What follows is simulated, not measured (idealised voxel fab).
process module | voxel self aligned contacts
cross-section cut | 250 nm wide | cells 5 nm
A cross-section is a grid of square cells, given in bands from the top down. A band is one or more rows of cells.
Each band's line starts with the height of the band's top and of its bottom, in nm. Then come its materials from left to right, each with its width in nm. One material with "throughout" fills the band from edge to edge. "air" is empty space.
Height 0 is the level under which the wafer as received is all one material. The lowest band goes on downwards, as in "0 down".
A width such as "30 to 40" changes by the same amount from each row of cells to the next, from the band's top row to its bottom row.
"no change" after a step means that no cell of the cross-section changed.
closed voids: empty space of 8 cells or more with no open way to the top, each as width x height at its distance from the left edge, in nm
after a step's settings: what the simulator itself notes on the step
overlay nm, on a step with a mask: how far to the right of its planned place the mask lay; to the left if negative
plan
1 op RECEIVE | material Si
2 op OXIDIZE | depth nm 5
3 op DIRECTIONAL_DEP | material polySi | thk nm 20
4 op DIRECTIONAL_DEP | material SiN | thk nm 20
5 op MASKED_ETCH | tone cover | mask id GATE | width nm 25 | pitch nm 60 | etch materials SiN | depth nm 20 | overlay nm 0
6 op MASKED_ETCH | tone cover | mask id GATE | width nm 25 | pitch nm 60 | etch materials polySi | depth nm 20 | overlay nm 0
7 op CONFORMAL_DEP | material SiN | thk nm 10
8 op DIRECTIONAL_ETCH | etch materials SiN | depth nm 10
9 op FILL_DEP | material SiO2 | thk nm 10
10 op CMP | height nm 45
11 op MASKED_ETCH | tone open | mask id CONTACT | width nm 45 | pitch nm 60 | etch materials SiO2 | depth nm 50 | overlay nm 0
12 op CONFORMAL_DEP | material TiN | thk nm 5
13 op FILL_DEP | material Ru | thk nm 10
14 op CMP | height nm 45
15 op CONFORMAL_DEP | material SiCN | thk nm 5
as received, after step 1
  0 down: Si throughout
  closed voids: none
first wafer at the end, as planned
  50 to 45: SiCN throughout
  45 to 40: SiO2 70 | TiN 20 | Ru 5 | TiN 20 | SiO2 15 | TiN 20 | Ru 5 | TiN 20 | SiO2 75
  40 to 20: SiO2 40 | SiN 45 | TiN 5 | Ru 5 | TiN 5 | SiN 45 | TiN 5 | Ru 5 | TiN 5 | SiN 45 | SiO2 45
  20 to 0: SiO2 40 | SiN 10 | polySi 25 | SiN 10 | TiN 5 | Ru 5 | TiN 5 | SiN 10 | polySi 25 | SiN 10 | TiN 5 | Ru 5 | TiN 5 | SiN 10 | polySi 25 | SiN 10 | SiO2 45
  0 to -5: SiO2 85 | TiN 15 | SiO2 45 | TiN 15 | SiO2 90
  -5 down: Si throughout
  closed voids: none
second wafer at the end: like start, like plan, one mistake
  50 to 45: SiCN throughout
  45 to 40: SiO2 70 | TiN 45 | SiO2 15 | TiN 45 | SiO2 75
  40 to 20: SiN 60 | SiO2 5 | SiN 55 | SiO2 5 | SiN 55 | SiO2 5 | SiN 65
  20 to 0: polySi throughout
  0 to -5: SiO2 throughout
  -5 down: Si throughout
  closed voids: none
what went wrong: step 5 ran as: op MASKED_ETCH | tone open | mask id GATE | width nm 25 | pitch nm 60 | etch materials SiN | depth nm 20 | overlay nm 0
at the end the second wafer has, in cells: 18 fewer of Ru | 32 more of SiN | 118 fewer of SiO2 | 36 fewer of TiN | 140 more of polySi
